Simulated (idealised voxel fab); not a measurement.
process module | voxel ribs on slabs
cross-section cut | 185 nm wide | cells 5 nm
A cross-section is a grid of square cells, given in bands from the top down. A band is one or more rows of cells.
Each band's line starts with the height of the band's top and of its bottom, in nm. Then come its materials from left to right, each with its width in nm. One material with "throughout" fills the band from edge to edge. "air" is empty space.
Height 0 is the level under which the wafer as received is all one material. The lowest band goes on downwards, as in "0 down".
A width such as "30 to 40" changes by the same amount from each row of cells to the next, from the band's top row to its bottom row.
"no change" after a step means that no cell of the cross-section changed.
closed voids: empty space of 8 cells or more with no open way to the top, each as width x height at its distance from the left edge, in nm
after a step's settings: what the simulator itself notes on the step
overlay nm, on a step with a mask: how far to the right of its planned place the mask lay; to the left if negative
plan
1 op RECEIVE | material Si
2 op DIRECTIONAL_DEP | material SiO2 | thk nm 25
3 op DIRECTIONAL_DEP | material polySi | thk nm 15
4 op PATTERN | tone cover | mask id RIB | material resist | width nm 25 | thk nm 15 | overlay nm 0
5 op DIRECTIONAL_ETCH | etch materials polySi | depth nm 10
6 op STRIP | etch materials resist
7 op MASKED_ETCH | tone cover | mask id SLAB | width nm 65 | etch materials polySi | depth nm 5 | overlay nm 0
8 op FILL_DEP | material SiO2 | thk nm 20
9 op CMP | height nm 50
10 op DIRECTIONAL_DEP | material TiN | thk nm 10
11 op MASKED_ETCH | tone cover | mask id HEATER | width nm 35 | etch materials TiN | depth nm 10 | overlay nm 0
12 op CONFORMAL_DEP | material SiN | thk nm 5
first wafer, as planned
as received, after step 1
  0 down: Si throughout
  closed voids: none
after step 2
  25 to 0: SiO2 throughout
  below 0: unchanged
after step 3
  40 to 25: polySi throughout
  below 25: unchanged
after step 4
  55 to 40: air 80 | resist 25 | air 80
  below 40: unchanged
after step 5
  55 to 40: air 80 | resist 25 | air 80
  40 to 30: air 80 | polySi 25 | air 80
  below 30: unchanged
after step 6
  40 to 30: air 80 | polySi 25 | air 80
  below 30: unchanged
after step 7
  40 to 30: air 80 | polySi 25 | air 80
  30 to 25: air 60 | polySi 65 | air 60
  below 25: unchanged
after step 8
  60 to 40: SiO2 throughout
  40 to 30: SiO2 80 | polySi 25 | SiO2 80
  30 to 25: SiO2 60 | polySi 65 | SiO2 60
  below 25: unchanged
after step 9
  50 to 40: SiO2 throughout
  below 40: unchanged
after step 10
  60 to 50: TiN throughout
  below 50: unchanged
after step 11
  60 to 50: air 75 | TiN 35 | air 75
  below 50: unchanged
after step 12
  65 to 60: air 70 | SiN 45 | air 70
  60 to 55: air 70 | SiN 5 | TiN 35 | SiN 5 | air 70
  55 to 50: SiN 75 | TiN 35 | SiN 75
  below 50: unchanged
second wafer: like start, like plan, one mistake. Through step 11 it matches the first wafer
when step 12 should have ended
  65 to 60: air 70 | polySi 45 | air 70
  60 to 55: air 70 | polySi 5 | TiN 35 | polySi 5 | air 70
  55 to 50: polySi 75 | TiN 35 | polySi 75
  below 50: unchanged
what went wrong: step 12 ran as: op CONFORMAL_DEP | material polySi | thk nm 5
at the end the second wafer has, in cells: 41 fewer of SiN | 41 more of polySi
